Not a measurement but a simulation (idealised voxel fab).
process module | voxel transistor to metal
cross-section cut | 170 nm wide | cells 5 nm
A cross-section is a grid of square cells, given in bands from the top down. A band is one or more rows of cells.
Each band's line starts with the height of the band's top and of its bottom, in nm. Then come its materials from left to right, each with its width in nm. One material with "throughout" fills the band from edge to edge. "air" is empty space.
Height 0 is the level under which the wafer as received is all one material. The lowest band goes on downwards, as in "0 down".
A width such as "30 to 40" changes by the same amount from each row of cells to the next, from the band's top row to its bottom row.
"no change" after a step means that no cell of the cross-section changed.
closed voids: empty space of 8 cells or more with no open way to the top, each as width x height at its distance from the left edge, in nm
after a step's settings: what the simulator itself notes on the step
overlay nm, on a step with a mask: how far to the right of its planned place the mask lay; to the left if negative
plan
1 op RECEIVE | material Si
2 op CONFORMAL_DEP | material SiO2 | thk nm 5
3 op CONFORMAL_DEP | material SiN | thk nm 15
4 op DIRECTIONAL_DEP | material aC | thk nm 10
5 op PATTERN | tone cover | mask id ACTIVE | material resist | width nm 130 | thk nm 30 | overlay nm 0
6 op DIRECTIONAL_ETCH | etch materials aC | depth nm 10
7 op STRIP | etch materials resist
8 op DIRECTIONAL_ETCH | etch materials SiN | depth nm 15
9 op DIRECTIONAL_ETCH | etch materials SiO2 | depth nm 5
10 op DIRECTIONAL_ETCH | etch materials Si | depth nm 30
11 op STRIP | etch materials aC
12 op OXIDIZE | depth nm 5
13 op FILL_DEP | material SiO2 | thk nm 5
14 op CMP | height nm 20
15 op SELECTIVE_ETCH | etch materials SiO2 | depth nm 5
16 op STRIP | etch materials SiN
17 op SELECTIVE_ETCH | etch materials SiO2 | depth nm 5
18 op OXIDIZE | depth nm 5
19 op DIRECTIONAL_DEP | material polySi | thk nm 30
20 op DIRECTIONAL_DEP | material SiCN | thk nm 10
21 op MASKED_ETCH | tone cover | mask id GATE | width nm 30 | etch materials SiCN | depth nm 20 | overlay nm 0
22 op MASKED_ETCH | tone cover | mask id GATE | width nm 30 | etch materials polySi | depth nm 40 | overlay nm 0
23 op CONFORMAL_DEP | material SiO2 | thk nm 5
24 op DIRECTIONAL_ETCH | etch materials SiO2 | depth nm 5
25 op CONFORMAL_DEP | material SiN | thk nm 10
26 op DIRECTIONAL_ETCH | etch materials SiN | depth nm 10
27 op DIRECTIONAL_ETCH | etch materials SiO2 | depth nm 5
28 op EPI | material pSi | thk nm 5
29 op FILL_DEP | material SiO2 | thk nm 10
30 op CMP | height nm 30
31 op STRIP | etch materials polySi
32 op SELECTIVE_ETCH | etch materials SiO2 | depth nm 5
33 op CONFORMAL_DEP | material HfO2 | thk nm 5
34 op CONFORMAL_DEP | material TiN | thk nm 5
35 op FILL_DEP | material W | thk nm 10
36 op CMP | height nm 25
37 op DIRECTIONAL_DEP | material SiO2 | thk nm 15
38 op MASKED_ETCH | tone open | mask id CONTACT | width nm 20 | pitch nm 90 | etch materials SiO2 | depth nm 40 | overlay nm 0
39 op CONFORMAL_DEP | material TiN | thk nm 5
40 op FILL_DEP | material Ru | thk nm 5
41 op CMP | height nm 40
42 op CONFORMAL_DEP | material SiN | thk nm 5
43 op DIRECTIONAL_DEP | material lowk | thk nm 15
44 op PATTERN | tone open | mask id METAL_1 | material resist | width nm 20 | pitch nm 90 | thk nm 20 | overlay nm 0
45 op DIRECTIONAL_ETCH | etch materials lowk | depth nm 15
46 op DIRECTIONAL_ETCH | etch materials SiN | depth nm 5
47 op STRIP | etch materials resist
48 op CONFORMAL_DEP | material TiN | thk nm 5
49 op FILL_DEP | material Cu | thk nm 5
50 op CMP | height nm 60
51 op CONFORMAL_DEP | material SiCN | thk nm 5
52 op DIRECTIONAL_DEP | material SiO2 | thk nm 30
53 op PATTERN | tone open | mask id METAL_2 | material resist | width nm 20 | pitch nm 90 | thk nm 20 | overlay nm 0
54 op DIRECTIONAL_ETCH | etch materials SiO2 | depth nm 20
55 op STRIP | etch materials resist
56 op DIRECTIONAL_DEP | material aC | thk nm 10
57 op PATTERN | tone open | mask id METAL_2_HOLES | material resist | width nm 15 | pitch nm 90 | thk nm 30 | overlay nm 0
58 op DIRECTIONAL_ETCH | etch materials aC | depth nm 10
59 op STRIP | etch materials resist
60 op DIRECTIONAL_ETCH | etch materials SiO2 | depth nm 10
61 op DIRECTIONAL_ETCH | etch materials SiCN | depth nm 5
62 op STRIP | etch materials aC
63 op CONFORMAL_DEP | material TiN | thk nm 5
64 op FILL_DEP | material Cu | thk nm 10
65 op CMP | height nm 95
66 op CONFORMAL_DEP | material SiCN | thk nm 5
as received, after step 1
  0 down: Si throughout
  closed voids: none
a wafer at the end: this start, this plan, one mistake
  100 to 95: SiCN throughout
  95 to 80: SiO2 30 | TiN 5 | Cu 10 | TiN 5 | SiO2 70 | TiN 5 | Cu 10 | TiN 5 | SiO2 30
  80 to 75: SiO2 30 | TiN 5 | Cu 5 | TiN 10 | SiO2 70 | TiN 5 | Cu 5 | TiN 10 | SiO2 30
  75 to 65: SiO2 30 | TiN 5 | Cu 5 | TiN 5 | SiO2 75 | TiN 5 | Cu 5 | TiN 5 | SiO2 35
  65 to 60: SiCN 30 | TiN 15 | SiCN 75 | TiN 15 | SiCN 35
  60 to 45: lowk 30 | TiN 5 | Cu 10 | TiN 5 | lowk 70 | TiN 5 | Cu 10 | TiN 5 | lowk 30
  45 to 40: SiN 30 | TiN 20 | SiN 70 | TiN 20 | SiN 30
  40 to 35: W 45 | TiN 30 | W 20 | TiN 30 | W 45
  35 to 30: TiN 50 | HfO2 20 | TiN 5 | W 20 | TiN 5 | HfO2 20 | TiN 50
  30 to 25: HfO2 55 | SiN 10 | HfO2 5 | TiN 5 | W 20 | TiN 5 | HfO2 5 | SiN 10 | HfO2 55
  25 to 10: SiO2 55 | SiN 10 | HfO2 5 | TiN 5 | W 20 | TiN 5 | HfO2 5 | SiN 10 | SiO2 55
  10 to 5: SiO2 20 | SiN 10 | SiO2 25 | SiN 10 | HfO2 5 | TiN 5 | W 20 | TiN 5 | HfO2 5 | SiN 10 | SiO2 25 | SiN 10 | SiO2 20
  5 to 0: SiO2 20 | SiN 10 | SiO2 25 | SiN 10 | HfO2 5 | TiN 30 | HfO2 5 | SiN 10 | SiO2 25 | SiN 10 | SiO2 20
  0 to -5: SiO2 30 | pSi 25 | SiO2 10 | HfO2 40 | SiO2 10 | pSi 25 | SiO2 30
  -5 to -35: SiO2 25 | Si 120 | SiO2 25
  -35 down: Si throughout
  closed voids: none
what went wrong: step 36 was left out
